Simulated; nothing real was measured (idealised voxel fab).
Module name: voxel spacer lines (process module)
Square cell edge 5 nm, section width 250 nm, ID cut.
Just so we're on the same page, the cross-sections are grids of square cells, and they're listed out in bands top to bottom, each band one or more rows deep.
Top, bottom (nm), then materials left to right with widths (nm); lone material tagged "everywhere" fills the whole band edge to edge; "air" = empty space.
A quick word on heights: they are counted from 0, and under that level the wafer as it came to us is one material throughout. The lowest band is different from the rest in having no bottom; it simply continues downward, written as in "0..down".
So if you see something like "30 to 40" for the width, read it as the top row of the band sitting at the first number and the bottom row at the second, with every row in between moving by the same amount as the last.
"changes: none" means the step left every cell of the cross-section as it was.
Heads up: "Enclosed void catalog" only lists the empty pockets with no open path to the top that are 8 cells or more, and it writes them as width x height at distance, distance from the left edge, in nm.
Text after the settings on a step's line: the simulator's own remark on that step.
overlay nm: where the mask lay relative to plan, measured to the right, on steps with a mask; negatives go left.

**This section lists the process steps that were planned**
1 RECEIVE | material Si
2 CONFORMAL_DEP | material Al2O3 | thk nm 10
3 DIRECTIONAL_DEP | material W | thk nm 10
4 DIRECTIONAL_DEP | material aC | thk nm 25
5 PATTERN | tone cover | mask id MANDREL | material resist | width nm 15 | pitch nm 60 | thk nm 30 | overlay nm 0
6 DIRECTIONAL_ETCH | etch materials aC | depth nm 25
7 STRIP | etch materials resist
8 CONFORMAL_DEP | material SiO2 | thk nm 15
9 DIRECTIONAL_ETCH | etch materials SiO2 | depth nm 15
10 STRIP | etch materials aC
11 DIRECTIONAL_ETCH | etch materials W | depth nm 10
12 STRIP | etch materials SiO2
13 FILL_DEP | material SiO2 | thk nm 10
14 CMP | height nm 20

**Cross-section of the incoming wafer, state after step 1**
* 0..down  Si everywhere
* Enclosed void catalog: none

**Module complete - cross-section of the first of two wafers, run according to plan**
* 20..10  70 of SiO2 | 15 of W | 15 of SiO2 | 15 of W | 15 of SiO2 | 15 of W | 15 of SiO2 | 15 of W | 75 of SiO2
* 10..0  Al2O3 everywhere
* 0..down  Si everywhere
* Enclosed void catalog: none

**Wafer two (of two), end-of-module cross-section: start = wafer one, plan = wafer one, one run mistake**
* 20..10  70 of SiO2 | 15 of W | 15 of SiO2 | 15 of W | 15 of SiO2 | 15 of W | 15 of SiO2 | 15 of W | 75 of SiO2
* 10..0  W everywhere
* 0..down  Si everywhere
* Enclosed void catalog: none
The plan and the run diverged here: not per plan at step 2, really ran CONFORMAL_DEP | material W | thk nm 10
In the final state, the cell counts of the second wafer exceed or fall short of those of the first for the following materials: Al2O3 -100; W +100
